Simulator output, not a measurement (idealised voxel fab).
Herein follows the process module entitled voxel released beams.
Xsec cut, 175 nm wide, square cell size 5 nm.
When this document writes out a cross-section, it uses a grid of square cells and lists it as bands, beginning at the top and moving down, with a band standing for one or more rows of cells. Heads up on the band format: heights come first, top then bottom, in nm. After that it's the materials left to right, each with its width in nm. A single material flagged "throughout" fills the whole band edge to edge, and "blank" means there's empty space there. Ref level 0: as-received wafer is one material below here. Bottom band extends down with no lower bound ("0 and below"). The expression "30->40" gives the width at the extremes of the band, the first number at its top row of cells and the second at its bottom row, with the width changing by equal amounts from each row to the next in between. "nothing changed" (step): cross-section cells unchanged, all of them. In "Enclosed void catalog" the enclosed voids are listed, meaning empty spaces of 8 cells or larger without any opening to the top. The form is width x height at distance, distance from the left edge, units nm. Text after the settings on a step's line: the simulator's own remark on that step. overlay nm: how far to the right of its planned place the mask lay on this masked step (negative: to the left).

-- Steps planned for the process
- 1: RECEIVE | material Si
- 2: CONFORMAL_DEP | material SiN | thk nm 10
- 3: DIRECTIONAL_DEP | material SiO2 | thk nm 20
- 4: MASKED_ETCH | tone open | mask id ANCHOR | width nm 35 | etch materials SiO2 | depth nm 20 | overlay nm 0
- 5: CONFORMAL_DEP | material W | thk nm 10
- 6: MASKED_ETCH | tone cover | mask id BEAM | width nm 110 | etch materials W | depth nm 10 | overlay nm 0
- 7: STRIP | etch materials SiO2

-- Cross-section of the wafer upon arrival, representing the state reached after step 1
0 and below = Si throughout
Enclosed void catalog: none

-- Final wafer profile in cross-section after the module, from the same start and plan as above, with one mistake made during processing
40 down to 30 = blank: 30 | W: 110 | blank: 35
30 down to 20 = SiN throughout
20 down to 0 = SiO2 throughout
0 and below = Si throughout
Enclosed void catalog: none
Deviation from plan: plan steps 2 and 3 run swapped
